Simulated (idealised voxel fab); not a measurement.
process module | voxel self aligned vias
cross-section cut | 170 nm wide | cells 5 nm
A cross-section is a grid of square cells, given in bands from the top down. A band is one or more rows of cells.
Each band's line starts with the height of the band's top and of its bottom, in nm. Then come its materials from left to right, each with its width in nm. One material with "throughout" fills the band from edge to edge. "air" is empty space.
Height 0 is the level under which the wafer as received is all one material. The lowest band goes on downwards, as in "0 down".
A width such as "30 to 40" changes by the same amount from each row of cells to the next, from the band's top row to its bottom row.
"no change" after a step means that no cell of the cross-section changed.
closed voids: empty space of 8 cells or more with no open way to the top, each as width x height at its distance from the left edge, in nm
after a step's settings: what the simulator itself notes on the step
overlay nm, on a step with a mask: how far to the right of its planned place the mask lay; to the left if negative
plan
1 op RECEIVE | material Si
2 op CONFORMAL_DEP | material SiO2 | thk nm 5
3 op CONFORMAL_DEP | material SiCN | thk nm 5
4 op DIRECTIONAL_DEP | material lowk | thk nm 20
5 op MASKED_ETCH | tone open | mask id LINES | width nm 20 | pitch nm 70 | etch materials lowk | depth nm 20 | overlay nm 0
6 op CONFORMAL_DEP | material TiN | thk nm 5
7 op FILL_DEP | material Ru | thk nm 5
8 op CMP | height nm 35
9 op SELECTIVE_ETCH | etch materials W Ru TiN | depth nm 10
10 op FILL_DEP | material SiN | thk nm 10
11 op CMP | height nm 35
12 op DIRECTIONAL_DEP | material lowk | thk nm 15
13 op DIRECTIONAL_DEP | material aC | thk nm 10
14 op PATTERN | tone open | mask id VIAS | material resist | width nm 40 | pitch nm 70 | thk nm 25 | overlay nm 0
15 op DIRECTIONAL_ETCH | etch materials aC | depth nm 10
16 op STRIP | etch materials resist
17 op DIRECTIONAL_ETCH | etch materials lowk | depth nm 15
18 op DIRECTIONAL_ETCH | etch materials SiN | depth nm 10
19 op STRIP | etch materials aC
20 op CONFORMAL_DEP | material TiN | thk nm 5
21 op FILL_DEP | material W | thk nm 10
22 op CMP | height nm 50
23 op CONFORMAL_DEP | material SiCN | thk nm 5
varied across the wafers: thk nm of step 2. The plan shows the first wafer's value. All wafers start alike
first wafer as received, after step 1
  0 down: Si throughout
  closed voids: none
first wafer at the end, after step 23
  55 to 50: SiCN throughout
  50 to 35: lowk 30 | TiN 5 | W 30 | TiN 5 | lowk 30 | TiN 5 | W 30 | TiN 5 | lowk 30
  35 to 30: SiN 30 | TiN 15 | W 10 | TiN 15 | SiN 30 | TiN 15 | W 10 | TiN 15 | SiN 30
  30 to 25: lowk 40 | TiN 20 | lowk 50 | TiN 20 | lowk 40
  25 to 15: lowk 40 | TiN 5 | Ru 10 | TiN 5 | lowk 50 | TiN 5 | Ru 10 | TiN 5 | lowk 40
  15 to 10: lowk 40 | TiN 20 | lowk 50 | TiN 20 | lowk 40
  10 to 5: SiCN throughout
  5 to 0: SiO2 throughout
  0 down: Si throughout
  closed voids: none
last wafer at the end
  55 to 50: SiCN throughout
  50 to 40: lowk 30 | TiN 5 | W 30 | TiN 5 | lowk 30 | TiN 5 | W 30 | TiN 5 | lowk 30
  40 to 35: lowk 30 | TiN 15 | W 10 | TiN 15 | lowk 30 | TiN 15 | W 10 | TiN 15 | lowk 30
  35 to 30: lowk 40 | TiN 20 | lowk 50 | TiN 20 | lowk 40
  30 to 25: SiCN throughout
  25 to 0: SiO2 throughout
  0 down: Si throughout
  closed voids: none
each wafer at the end: cells of each material gained (+) or lost (-) since it was received, then its closed voids
thk nm 5 | +8 Ru | +68 SiCN | +18 SiN | +34 SiO2 | +48 TiN | +40 W | +158 lowk | closed voids: none
thk nm 10 | +4 Ru | +68 SiCN | +68 SiO2 | +44 TiN | +32 W | +158 lowk | closed voids: none
thk nm 15 | +68 SiCN | +102 SiO2 | +40 TiN | +32 W | +132 lowk | closed voids: none
thk nm 20 | +68 SiCN | +136 SiO2 | +32 TiN | +32 W | +106 lowk | closed voids: none
thk nm 25 | +68 SiCN | +170 SiO2 | +28 TiN | +28 W | +80 lowk | closed voids: none
